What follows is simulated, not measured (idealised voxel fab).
Name of the process module below: voxel quadruple lines
Xsec cut, 225 nm wide, square cell size 5 nm.
This document writes a cross-section as a grid whose cells are square, and gives it as bands, listed from the top down; one or more rows of cells form a band. Look at the band entry: it leads with the top's height and the bottom's height in nm. Then it lists the materials left to right, with a width in nm for each. The word "full width" on a single material says that material fills the band edge to edge. The word "empty" is empty space. The reference from which all heights are counted is 0, the level beneath which the as-received wafer is entirely one material; the lowest band, having no lower bound, proceeds downward and is written after the example "top 0, no bottom". A width given as "30->40" starts at the first number in the band's top row and ends at the second number in its bottom row, shifting by an equal amount at every step from row to row. "remains unaltered" (step): cross-section cells unchanged, all of them. The label "Sealed void inventory" introduces a list of the empty spaces, 8 cells or larger, that have no open way up to the top; each entry in it reads width x height at distance, where the distance is taken from the left edge and all three are stated in nm. On a step's line, text after the settings is the simulator commenting on that step. A step's line can hold "overlay nm"; with a mask on that step, the setting says how far right of the planned place the mask lay, while a negative setting says it lay to the left.
# These are the steps we planned for the process
1,RECEIVE | material Si
2,CONFORMAL_DEP | material SiO2 | thk nm 10
3,DIRECTIONAL_DEP | material TiN | thk nm 10
4,DIRECTIONAL_DEP | material polySi | thk nm 20
5,DIRECTIONAL_DEP | material aC | thk nm 20
6,PATTERN | tone cover | mask id MANDREL | material resist | width nm 30 | thk nm 30 | overlay nm -15
7,DIRECTIONAL_ETCH | etch materials aC | depth nm 20
8,STRIP | etch materials resist
9,CONFORMAL_DEP | material SiO2 | thk nm 10
10,DIRECTIONAL_ETCH | etch materials SiO2 | depth nm 10
11,STRIP | etch materials aC
12,DIRECTIONAL_ETCH | etch materials polySi | depth nm 20
13,STRIP | etch materials SiO2
14,CONFORMAL_DEP | material SiN | thk nm 10
15,DIRECTIONAL_ETCH | etch materials SiN | depth nm 10
16,STRIP | etch materials polySi
17,DIRECTIONAL_ETCH | etch materials TiN | depth nm 10
18,STRIP | etch materials SiN
19,FILL_DEP | material lowk | thk nm 10
20,CMP | height nm 20
It is noted that the wafers described herein are identical at the outset and are distinguished by the overlay nm of step 6; the value stated in the plan corresponds to the first wafer.
# Cut through the first of several wafers as received, post step 1
* top 0, no bottom  Si full width
* Sealed void inventory: none
# The figure below presents a cross-section of the first of several wafers at the conclusion of the module, following its last step, step 20
* top 20, bottom 10  lowk 60, TiN 10, lowk 10, TiN 10, lowk 10, TiN 10, lowk 10, TiN 10, lowk 95
* top 10, bottom 0  SiO2 full width
* top 0, no bottom  Si full width
* Sealed void inventory: none
# Cross-sectional view, end of module, last wafer of several
* top 20, bottom 10  lowk 90, TiN 10, lowk 10, TiN 10, lowk 10, TiN 10, lowk 10, TiN 10, lowk 65
* top 10, bottom 0  SiO2 full width
* top 0, no bottom  Si full width
* Sealed void inventory: none
# Gained (+) or lost (-) cells of each material since receipt, then closed voids: one row per wafer, at the end of the module
overlay nm -15, +90 SiO2, +16 TiN, +74 lowk, Sealed void inventory: none
overlay nm -10, +90 SiO2, +16 TiN, +74 lowk, Sealed void inventory: none
overlay nm -5, +90 SiO2, +16 TiN, +74 lowk, Sealed void inventory: none
overlay nm 0, +90 SiO2, +16 TiN, +74 lowk, Sealed void inventory: none
overlay nm 5, +90 SiO2, +16 TiN, +74 lowk, Sealed void inventory: none
overlay nm 10, +90 SiO2, +16 TiN, +74 lowk, Sealed void inventory: none
overlay nm 15, +90 SiO2, +16 TiN, +74 lowk, Sealed void inventory: none
